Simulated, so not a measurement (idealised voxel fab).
process module | voxel lift off
cross-section cut | 295 nm wide | cells 5 nm
A cross-section is a grid of square cells, given in bands from the top down. A band is one or more rows of cells.
Each band's line starts with the height of the band's top and of its bottom, in nm. Then come its materials from left to right, each with its width in nm. One material with "throughout" fills the band from edge to edge. "air" is empty space.
Height 0 is the level under which the wafer as received is all one material. The lowest band goes on downwards, as in "0 down".
A width such as "30 to 40" changes by the same amount from each row of cells to the next, from the band's top row to its bottom row.
"no change" after a step means that no cell of the cross-section changed.
closed voids: empty space of 8 cells or more with no open way to the top, each as width x height at its distance from the left edge, in nm
after a step's settings: what the simulator itself notes on the step
overlay nm, on a step with a mask: how far to the right of its planned place the mask lay; to the left if negative
plan
1 op RECEIVE | material Si
2 op CONFORMAL_DEP | material Al2O3 | thk nm 5
3 op PATTERN | tone open | mask id LINES | material resist | width nm 30 | pitch nm 50 | thk nm 30 | overlay nm 0
4 op DIRECTIONAL_DEP | material Ru | thk nm 15
5 op STRIP | etch materials resist
6 op CONFORMAL_DEP | material SiCN | thk nm 5
as received, after step 1
  0 down: Si throughout
  closed voids: none
first wafer at the end, as planned
  25 to 20: air 100 | SiCN 40 | air 10 | SiCN 40 | air 105
  20 to 10: air 100 | SiCN 5 | Ru 30 | SiCN 5 | air 10 | SiCN 5 | Ru 30 | SiCN 5 | air 105
  10 to 5: SiCN 105 | Ru 30 | SiCN 20 | Ru 30 | SiCN 110
  5 to 0: Al2O3 throughout
  0 down: Si throughout
  closed voids: none
second wafer at the end: like start, like plan, one mistake
  25 to 20: air 90 | SiCN 40 | air 10 | SiCN 40 | air 115
  20 to 10: air 90 | SiCN 5 | Ru 30 | SiCN 5 | air 10 | SiCN 5 | Ru 30 | SiCN 5 | air 115
  10 to 5: SiCN 95 | Ru 30 | SiCN 20 | Ru 30 | SiCN 120
  5 to 0: Al2O3 throughout
  0 down: Si throughout
  closed voids: none
what went wrong: step 3 ran as: op PATTERN | tone open | mask id LINES | material resist | width nm 30 | pitch nm 50 | thk nm 30 | overlay nm -10
at the end the second wafer has, in cells: as many of each material as the first, in other places
